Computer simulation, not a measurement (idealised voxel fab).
A process module follows: voxel transistor to metal.
Cross-section cut: width 170 nm, square cells of 5 nm.
Format of a cross-section: grid, square cells. Given as bands. Order: top down. Band: one or more rows of cells.
In this notation a band is specified by the heights of its top and bottom, in that order and in nm, after which its materials appear from left to right, each paired with its width in nm. The word "everywhere" attached to a single material means that material fills the band from edge to edge; the word "empty" stands for empty space.
Heads up on the height convention: 0 is the point under which the incoming wafer is all one material, and the lowest band has no bottom, it just keeps going down, like "top 0, no bottom".
The width entry "30..40" should be interpreted row by row: the top row of cells in the band takes the first number, the bottom row takes the second number, and the change between adjacent rows is uniform throughout.
Where a step carries "no change occurred", the cross-section came out of it unchanged, cell for cell.
In the "Enclosed empty spaces" entry, you get each enclosed empty space of 8 cells or more, one with no open way to the top, written width x height at distance, distance from the left edge, in nm.
Heads up: the bit after the settings on a step's line is the simulator's remark on that step.
A step's line can hold "overlay nm"; with a mask on that step, the setting says how far right of the planned place the mask lay, while a negative setting says it lay to the left.
STEPS PLANNED FOR THE PROCESS
1. RECEIVE: material Si
2. OXIDIZE: depth nm 5
3. CONFORMAL_DEP: material SiN, thk nm 10
4. DIRECTIONAL_DEP: material aC, thk nm 10
5. PATTERN: tone cover, mask id ACTIVE, material resist, width nm 105, thk nm 25, overlay nm 0
6. DIRECTIONAL_ETCH: etch materials aC, depth nm 10
7. STRIP: etch materials resist
8. DIRECTIONAL_ETCH: etch materials SiN, depth nm 10
9. DIRECTIONAL_ETCH: etch materials SiO2, depth nm 5
10. DIRECTIONAL_ETCH: etch materials Si, depth nm 30
11. STRIP: etch materials aC
12. FILL_DEP: material SiO2, thk nm 10
13. CMP: height nm 10
14. SELECTIVE_ETCH: etch materials SiO2, depth nm 10
15. STRIP: etch materials SiN
16. SELECTIVE_ETCH: etch materials SiO2, depth nm 5
17. OXIDIZE: depth nm 5
18. DIRECTIONAL_DEP: material polySi, thk nm 30
19. DIRECTIONAL_DEP: material SiCN, thk nm 15
20. DIRECTIONAL_DEP: material aC, thk nm 10
21. PATTERN: tone cover, mask id GATE, material resist, width nm 25, thk nm 25, overlay nm 0
22. DIRECTIONAL_ETCH: etch materials aC, depth nm 10
23. STRIP: etch materials resist
24. DIRECTIONAL_ETCH: etch materials SiCN, depth nm 25
25. DIRECTIONAL_ETCH: etch materials polySi, depth nm 40
26. STRIP: etch materials aC
27. CONFORMAL_DEP: material SiN, thk nm 10
28. DIRECTIONAL_ETCH: etch materials SiN, depth nm 10
29. DIRECTIONAL_ETCH: etch materials SiO2, depth nm 5
30. DIRECTIONAL_ETCH: etch materials Si, depth nm 5
31. EPI: material nSi, thk nm 5
32. FILL_DEP: material SiO2, thk nm 5
33. CMP: height nm 25
34. STRIP: etch materials polySi
35. SELECTIVE_ETCH: etch materials SiO2, depth nm 5
36. CONFORMAL_DEP: material HfO2, thk nm 5
37. CONFORMAL_DEP: material TiN, thk nm 5
38. FILL_DEP: material W, thk nm 5
39. CMP: height nm 20
40. DIRECTIONAL_DEP: material SiO2, thk nm 10
41. MASKED_ETCH: tone open, mask id CONTACT, width nm 20, pitch nm 75, etch materials SiO2, depth nm 40, overlay nm 0
42. CONFORMAL_DEP: material TiN, thk nm 5
43. FILL_DEP: material Ru, thk nm 10
44. CMP: height nm 30
45. CONFORMAL_DEP: material SiCN, thk nm 5
46. DIRECTIONAL_DEP: material SiO2, thk nm 25
47. DIRECTIONAL_DEP: material aC, thk nm 10
48. PATTERN: tone open, mask id METAL_1, material resist, width nm 20, pitch nm 75, thk nm 30, overlay nm 0
49. DIRECTIONAL_ETCH: etch materials aC, depth nm 10
50. STRIP: etch materials resist
51. DIRECTIONAL_ETCH: etch materials SiO2, depth nm 25
52. DIRECTIONAL_ETCH: etch materials SiCN, depth nm 5
53. STRIP: etch materials aC
54. CONFORMAL_DEP: material TiN, thk nm 5
55. FILL_DEP: material Cu, thk nm 5
56. CMP: height nm 60
57. CONFORMAL_DEP: material SiN, thk nm 5
WAFER CROSS-SECTION ON RECEIPT, I.E. AFTER STEP 1
    top 0, no bottom  Si everywhere
    Enclosed empty spaces: none
RUN AS PLANNED - FIRST OF THE TWO WAFERS CROSS-SECTIONED AT THE END OF THE MODULE
    top 65, bottom 60  SiN everywhere
    top 60, bottom 35  SiO2=35 / TiN=5 / Cu=10 / TiN=5 / SiO2=55 / TiN=5 / Cu=10 / TiN=5 / SiO2=40
    top 35, bottom 30  SiCN=35 / TiN=20 / SiCN=55 / TiN=20 / SiCN=40
    top 30, bottom 20  SiO2=35 / TiN=5 / Ru=10 / TiN=5 / SiO2=55 / TiN=5 / Ru=10 / TiN=5 / SiO2=40
    top 20, bottom 0  SiO2=35 / TiN=5 / Ru=10 / TiN=5 / SiO2=5 / SiN=10 / HfO2=5 / TiN=5 / W=5 / TiN=5 / HfO2=5 / SiN=10 / SiO2=5 / TiN=5 / Ru=10 / TiN=5 / SiO2=40
    top 0, bottom -5  SiO2=35 / TiN=5 / Ru=10 / TiN=5 / SiO2=5 / SiN=10 / HfO2=5 / TiN=15 / HfO2=5 / SiN=10 / SiO2=5 / TiN=5 / Ru=10 / TiN=5 / SiO2=40
    top -5, bottom -10  SiO2=35 / TiN=20 / nSi=5 / SiO2=5 / HfO2=35 / SiO2=5 / nSi=5 / TiN=20 / SiO2=40
    top -10, bottom -15  SiO2=30 / nSi=30 / Si=45 / nSi=30 / SiO2=35
    top -15, bottom -35  SiO2=30 / Si=105 / SiO2=35
    top -35, no bottom  Si everywhere
    Enclosed empty spaces: none
SECOND OF TWO WAFERS, MODULE COMPLETE, SECTIONED: IT SHARES THE FIRST WAFER'S START AND PLAN BUT WAS RUN WITH ONE MISTAKE
    top 65, bottom 60  SiN everywhere
    top 60, bottom 35  SiO2=35 / TiN=5 / Cu=10 / TiN=5 / SiO2=55 / TiN=5 / Cu=10 / TiN=5 / SiO2=40
    top 35, bottom 30  SiCN=35 / TiN=20 / SiCN=55 / TiN=20 / SiCN=40
    top 30, bottom 20  SiO2=35 / TiN=5 / Ru=10 / TiN=5 / SiO2=55 / TiN=5 / Ru=10 / TiN=5 / SiO2=40
    top 20, bottom 0  SiO2=35 / TiN=5 / Ru=10 / TiN=5 / SiO2=5 / SiN=10 / HfO2=5 / TiN=5 / W=5 / TiN=5 / HfO2=5 / SiN=10 / SiO2=5 / TiN=5 / Ru=10 / TiN=5 / SiO2=40
    top 0, bottom -5  SiO2=35 / TiN=5 / Ru=10 / TiN=5 / SiO2=5 / SiN=10 / HfO2=5 / TiN=15 / HfO2=5 / SiN=10 / SiO2=5 / TiN=5 / Ru=10 / TiN=5 / SiO2=40
    top -5, bottom -10  SiO2=35 / TiN=20 / nSi=5 / SiO2=5 / HfO2=35 / SiO2=5 / nSi=5 / TiN=20 / SiO2=40
    top -10, bottom -15  SiO2=30 / nSi=30 / Si=45 / nSi=30 / SiO2=35
    top -15, bottom -65  SiO2=30 / Si=105 / SiO2=35
    top -65, no bottom  Si everywhere
    Enclosed empty spaces: none
What went wrong in running the wafer? step 10 of the plan was carried out twice
Counted in cells at the end, the second wafer holds more or fewer of these materials than the first: 78 fewer of Si | 78 more of SiO2
